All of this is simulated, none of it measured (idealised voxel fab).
process module | voxel capacitor over wiring
cross-section cut | 295 nm wide | cells 5 nm
A cross-section is a grid of square cells, given in bands from the top down. A band is one or more rows of cells.
Each band's line starts with the height of the band's top and of its bottom, in nm. Then come its materials from left to right, each with its width in nm. One material with "throughout" fills the band from edge to edge. "air" is empty space.
Height 0 is the level under which the wafer as received is all one material. The lowest band goes on downwards, as in "0 down".
A width such as "30 to 40" changes by the same amount from each row of cells to the next, from the band's top row to its bottom row.
"no change" after a step means that no cell of the cross-section changed.
closed voids: empty space of 8 cells or more with no open way to the top, each as width x height at its distance from the left edge, in nm
after a step's settings: what the simulator itself notes on the step
overlay nm, on a step with a mask: how far to the right of its planned place the mask lay; to the left if negative
plan
1 op RECEIVE | material Si
2 op CONFORMAL_DEP | material SiO2 | thk nm 10
3 op CONFORMAL_DEP | material SiN | thk nm 5
4 op DIRECTIONAL_DEP | material lowk | thk nm 25
5 op MASKED_ETCH | tone open | mask id METAL_1 | width nm 20 | pitch nm 85 | etch materials lowk | depth nm 25 | overlay nm 0
6 op MASKED_ETCH | tone open | mask id METAL_1 | width nm 20 | pitch nm 85 | etch materials SiN | depth nm 5 | overlay nm 0
7 op CONFORMAL_DEP | material TiN | thk nm 5
8 op FILL_DEP | material Cu | thk nm 5
9 op CMP | height nm 40
10 op CONFORMAL_DEP | material SiCN | thk nm 5
11 op DIRECTIONAL_DEP | material lowk | thk nm 10
12 op MASKED_ETCH | tone open | mask id PLUG_1 | width nm 15 | etch materials lowk | depth nm 10 | overlay nm 0
13 op MASKED_ETCH | tone open | mask id PLUG_1 | width nm 15 | etch materials SiCN | depth nm 5 | overlay nm 0
14 op EPI | material Ru | thk nm 10
15 op EPI | material Ru | thk nm 5
16 op DIRECTIONAL_DEP | material TiN | thk nm 10
17 op DIRECTIONAL_DEP | material SiN | thk nm 5
18 op DIRECTIONAL_DEP | material TiN | thk nm 5
19 op DIRECTIONAL_DEP | material aC | thk nm 15
20 op PATTERN | tone cover | mask id UPPER_PLATE | material resist | width nm 70 | thk nm 30 | overlay nm 0
21 op DIRECTIONAL_ETCH | etch materials aC | depth nm 15
22 op STRIP | etch materials resist
23 op DIRECTIONAL_ETCH | etch materials TiN | depth nm 5
24 op DIRECTIONAL_ETCH | etch materials SiN | depth nm 5
25 op STRIP | etch materials aC
26 op DIRECTIONAL_DEP | material aC | thk nm 15
27 op PATTERN | tone cover | mask id LOWER_PLATE | material resist | width nm 80 | thk nm 30 | overlay nm 0
28 op DIRECTIONAL_ETCH | etch materials aC | depth nm 15
29 op STRIP | etch materials resist
30 op DIRECTIONAL_ETCH | etch materials TiN | depth nm 10
31 op STRIP | etch materials aC
32 op FILL_DEP | material SiO2 | thk nm 15
33 op CMP | height nm 85
34 op PATTERN | tone open | mask id PLUG_2 | material resist | width nm 15 | thk nm 15 | overlay nm 0
35 op DIRECTIONAL_ETCH | etch materials SiO2 | depth nm 10
36 op STRIP | etch materials resist
37 op CONFORMAL_DEP | material TiN | thk nm 5
38 op FILL_DEP | material W | thk nm 5
39 op CMP | height nm 85
40 op CONFORMAL_DEP | material SiCN | thk nm 5
first wafer, as planned
as received, after step 1
  0 down: Si throughout
  closed voids: none
after step 2
  10 to 0: SiO2 throughout
  below 0: unchanged
after step 3
  15 to 10: SiN throughout
  below 10: unchanged
after step 4
  40 to 15: lowk throughout
  below 15: unchanged
after step 5
  40 to 15: lowk 95 | air 20 | lowk 65 | air 20 | lowk 95
  below 15: unchanged
after step 6
  40 to 15: lowk 95 | air 20 | lowk 65 | air 20 | lowk 95
  15 to 10: SiN 95 | air 20 | SiN 65 | air 20 | SiN 95
  below 10: unchanged
after step 7
  45 to 40: TiN 100 | air 10 | TiN 75 | air 10 | TiN 100
  40 to 15: lowk 95 | TiN 5 | air 10 | TiN 5 | lowk 65 | TiN 5 | air 10 | TiN 5 | lowk 95
  15 to 10: SiN 95 | TiN 20 | SiN 65 | TiN 20 | SiN 95
  below 10: unchanged
after step 8
  50 to 45: Cu throughout
  45 to 40: TiN 100 | Cu 10 | TiN 75 | Cu 10 | TiN 100
  40 to 15: lowk 95 | TiN 5 | Cu 10 | TiN 5 | lowk 65 | TiN 5 | Cu 10 | TiN 5 | lowk 95
  below 15: unchanged
after step 9
  40 to 15: lowk 95 | TiN 5 | Cu 10 | TiN 5 | lowk 65 | TiN 5 | Cu 10 | TiN 5 | lowk 95
  below 15: unchanged
after step 10
  45 to 40: SiCN throughout
  below 40: unchanged
after step 11
  55 to 45: lowk throughout
  below 45: unchanged
after step 12
  55 to 45: lowk 100 | air 15 | lowk 180
  below 45: unchanged
after step 13
  55 to 45: lowk 100 | air 15 | lowk 180
  45 to 40: SiCN 100 | air 15 | SiCN 180
  below 40: unchanged
after step 14
  55 to 50: lowk 100 | air 15 | lowk 180
  50 to 45: lowk 100 | Ru 15 | lowk 180
  45 to 40: SiCN 100 | Ru 15 | SiCN 180
  below 40: unchanged
after step 15
  55 to 45: lowk 100 | Ru 15 | lowk 180
  below 45: unchanged
after step 16
  65 to 55: TiN throughout
  below 55: unchanged
after step 17
  70 to 65: SiN throughout
  below 65: unchanged
after step 18
  75 to 70: TiN throughout
  below 70: unchanged
after step 19
  90 to 75: aC throughout
  below 75: unchanged
after step 20
  120 to 90: air 100 | resist 70 | air 125
  below 90: unchanged
after step 21
  105 to 90: air 100 | resist 70 | air 125
  90 to 75: air 100 | aC 70 | air 125
  below 75: unchanged
after step 22
  90 to 75: air 100 | aC 70 | air 125
  below 75: unchanged
after step 23
  90 to 75: air 100 | aC 70 | air 125
  75 to 70: air 100 | TiN 70 | air 125
  below 70: unchanged
after step 24
  90 to 75: air 100 | aC 70 | air 125
  75 to 70: air 100 | TiN 70 | air 125
  70 to 65: air 100 | SiN 70 | air 125
  below 65: unchanged
after step 25
  75 to 70: air 100 | TiN 70 | air 125
  below 70: unchanged
after step 26
  90 to 80: air 100 | aC 70 | air 125
  80 to 75: aC throughout
  75 to 70: aC 100 | TiN 70 | aC 125
  70 to 65: aC 100 | SiN 70 | aC 125
  below 65: unchanged
after step 27
  120 to 90: air 95 | resist 80 | air 120
  90 to 80: air 95 | resist 5 | aC 70 | resist 5 | air 120
  below 80: unchanged
after step 28
  105 to 90: air 95 | resist 80 | air 120
  90 to 80: air 95 | resist 5 | aC 70 | resist 5 | air 120
  80 to 75: air 95 | aC 80 | air 120
  75 to 70: air 95 | aC 5 | TiN 70 | aC 5 | air 120
  70 to 65: air 95 | aC 5 | SiN 70 | aC 5 | air 120
  below 65: unchanged
after step 29
  90 to 80: air 100 | aC 70 | air 125
  below 80: unchanged
after step 30
  90 to 80: air 100 | aC 70 | air 125
  80 to 75: air 95 | aC 80 | air 120
  75 to 70: air 95 | aC 5 | TiN 70 | aC 5 | air 120
  70 to 65: air 95 | aC 5 | SiN 70 | aC 5 | air 120
  65 to 55: air 95 | TiN 80 | air 120
  below 55: unchanged
after step 31
  75 to 70: air 100 | TiN 70 | air 125
  70 to 65: air 100 | SiN 70 | air 125
  below 65: unchanged
after step 32
  90 to 75: SiO2 throughout
  75 to 70: SiO2 100 | TiN 70 | SiO2 125
  70 to 65: SiO2 100 | SiN 70 | SiO2 125
  65 to 55: SiO2 95 | TiN 80 | SiO2 120
  below 55: unchanged
after step 33
  85 to 75: SiO2 throughout
  below 75: unchanged
after step 34
  100 to 85: resist 110 | air 15 | resist 170
  below 85: unchanged
after step 35
  100 to 85: resist 110 | air 15 | resist 170
  85 to 75: SiO2 110 | air 15 | SiO2 170
  below 75: unchanged
after step 36
  85 to 75: SiO2 110 | air 15 | SiO2 170
  below 75: unchanged
after step 37
  90 to 85: TiN 115 | air 5 | TiN 175
  85 to 80: SiO2 110 | TiN 5 | air 5 | TiN 5 | SiO2 170
  80 to 70: SiO2 110 to 100 | TiN 15 to 70 | SiO2 170 to 125
  below 70: unchanged
after step 38
  95 to 90: W throughout
  90 to 85: TiN 115 | W 5 | TiN 175
  85 to 80: SiO2 110 | TiN 5 | W 5 | TiN 5 | SiO2 170
  below 80: unchanged
after step 39
  85 to 80: SiO2 110 | TiN 5 | W 5 | TiN 5 | SiO2 170
  below 80: unchanged
after step 40
  90 to 85: SiCN throughout
  below 85: unchanged
second wafer: like start, like plan, one mistake. Through step 1 it matches the first wafer
when step 2 should have ended
  5 to 0: SiN throughout
  below 0: unchanged
when step 3 should have ended
  15 to 5: SiO2 throughout
  below 5: unchanged
when step 4 should have ended
  40 to 15: lowk throughout
  below 15: unchanged
when step 5 should have ended
  40 to 15: lowk 95 | air 20 | lowk 65 | air 20 | lowk 95
  below 15: unchanged
when step 6 should have ended: no change
when step 7 should have ended
  45 to 40: TiN 100 | air 10 | TiN 75 | air 10 | TiN 100
  40 to 20: lowk 95 | TiN 5 | air 10 | TiN 5 | lowk 65 | TiN 5 | air 10 | TiN 5 | lowk 95
  20 to 15: lowk 95 | TiN 20 | lowk 65 | TiN 20 | lowk 95
  below 15: unchanged
when step 8 should have ended
  50 to 45: Cu throughout
  45 to 40: TiN 100 | Cu 10 | TiN 75 | Cu 10 | TiN 100
  40 to 20: lowk 95 | TiN 5 | Cu 10 | TiN 5 | lowk 65 | TiN 5 | Cu 10 | TiN 5 | lowk 95
  below 20: unchanged
when step 9 should have ended
  40 to 20: lowk 95 | TiN 5 | Cu 10 | TiN 5 | lowk 65 | TiN 5 | Cu 10 | TiN 5 | lowk 95
  below 20: unchanged
when step 10 should have ended
  45 to 40: SiCN throughout
  below 40: unchanged
when step 11 should have ended
  55 to 45: lowk throughout
  below 45: unchanged
when step 12 should have ended
  55 to 45: lowk 100 | air 15 | lowk 180
  below 45: unchanged
when step 13 should have ended
  55 to 45: lowk 100 | air 15 | lowk 180
  45 to 40: SiCN 100 | air 15 | SiCN 180
  below 40: unchanged
when step 14 should have ended
  55 to 50: lowk 100 | air 15 | lowk 180
  50 to 45: lowk 100 | Ru 15 | lowk 180
  45 to 40: SiCN 100 | Ru 15 | SiCN 180
  below 40: unchanged
when step 15 should have ended
  55 to 45: lowk 100 | Ru 15 | lowk 180
  below 45: unchanged
when step 16 should have ended
  65 to 55: TiN throughout
  below 55: unchanged
when step 17 should have ended
  70 to 65: SiN throughout
  below 65: unchanged
when step 18 should have ended
  75 to 70: TiN throughout
  below 70: unchanged
when step 19 should have ended
  90 to 75: aC throughout
  below 75: unchanged
when step 20 should have ended
  120 to 90: air 100 | resist 70 | air 125
  below 90: unchanged
when step 21 should have ended
  105 to 90: air 100 | resist 70 | air 125
  90 to 75: air 100 | aC 70 | air 125
  below 75: unchanged
when step 22 should have ended
  90 to 75: air 100 | aC 70 | air 125
  below 75: unchanged
when step 23 should have ended
  90 to 75: air 100 | aC 70 | air 125
  75 to 70: air 100 | TiN 70 | air 125
  below 70: unchanged
when step 24 should have ended
  90 to 75: air 100 | aC 70 | air 125
  75 to 70: air 100 | TiN 70 | air 125
  70 to 65: air 100 | SiN 70 | air 125
  below 65: unchanged
when step 25 should have ended
  75 to 70: air 100 | TiN 70 | air 125
  below 70: unchanged
when step 26 should have ended
  90 to 80: air 100 | aC 70 | air 125
  80 to 75: aC throughout
  75 to 70: aC 100 | TiN 70 | aC 125
  70 to 65: aC 100 | SiN 70 | aC 125
  below 65: unchanged
when step 27 should have ended
  120 to 90: air 95 | resist 80 | air 120
  90 to 80: air 95 | resist 5 | aC 70 | resist 5 | air 120
  below 80: unchanged
when step 28 should have ended
  105 to 90: air 95 | resist 80 | air 120
  90 to 80: air 95 | resist 5 | aC 70 | resist 5 | air 120
  80 to 75: air 95 | aC 80 | air 120
  75 to 70: air 95 | aC 5 | TiN 70 | aC 5 | air 120
  70 to 65: air 95 | aC 5 | SiN 70 | aC 5 | air 120
  below 65: unchanged
when step 29 should have ended
  90 to 80: air 100 | aC 70 | air 125
  below 80: unchanged
when step 30 should have ended
  90 to 80: air 100 | aC 70 | air 125
  80 to 75: air 95 | aC 80 | air 120
  75 to 70: air 95 | aC 5 | TiN 70 | aC 5 | air 120
  70 to 65: air 95 | aC 5 | SiN 70 | aC 5 | air 120
  65 to 55: air 95 | TiN 80 | air 120
  below 55: unchanged
when step 31 should have ended
  75 to 70: air 100 | TiN 70 | air 125
  70 to 65: air 100 | SiN 70 | air 125
  below 65: unchanged
when step 32 should have ended
  90 to 75: SiO2 throughout
  75 to 70: SiO2 100 | TiN 70 | SiO2 125
  70 to 65: SiO2 100 | SiN 70 | SiO2 125
  65 to 55: SiO2 95 | TiN 80 | SiO2 120
  below 55: unchanged
when step 33 should have ended
  85 to 75: SiO2 throughout
  below 75: unchanged
when step 34 should have ended
  100 to 85: resist 110 | air 15 | resist 170
  below 85: unchanged
when step 35 should have ended
  100 to 85: resist 110 | air 15 | resist 170
  85 to 75: SiO2 110 | air 15 | SiO2 170
  below 75: unchanged
when step 36 should have ended
  85 to 75: SiO2 110 | air 15 | SiO2 170
  below 75: unchanged
when step 37 should have ended
  90 to 85: TiN 115 | air 5 | TiN 175
  85 to 80: SiO2 110 | TiN 5 | air 5 | TiN 5 | SiO2 170
  80 to 70: SiO2 110 to 100 | TiN 15 to 70 | SiO2 170 to 125
  below 70: unchanged
when step 38 should have ended
  95 to 90: W throughout
  90 to 85: TiN 115 | W 5 | TiN 175
  85 to 80: SiO2 110 | TiN 5 | W 5 | TiN 5 | SiO2 170
  below 80: unchanged
when step 39 should have ended
  85 to 80: SiO2 110 | TiN 5 | W 5 | TiN 5 | SiO2 170
  below 80: unchanged
when step 40 should have ended
  90 to 85: SiCN throughout
  below 85: unchanged
what went wrong: steps 2 and 3 were swapped
at the end the second wafer has, in cells: 4 fewer of Cu | 8 more of SiN | 4 fewer of TiN
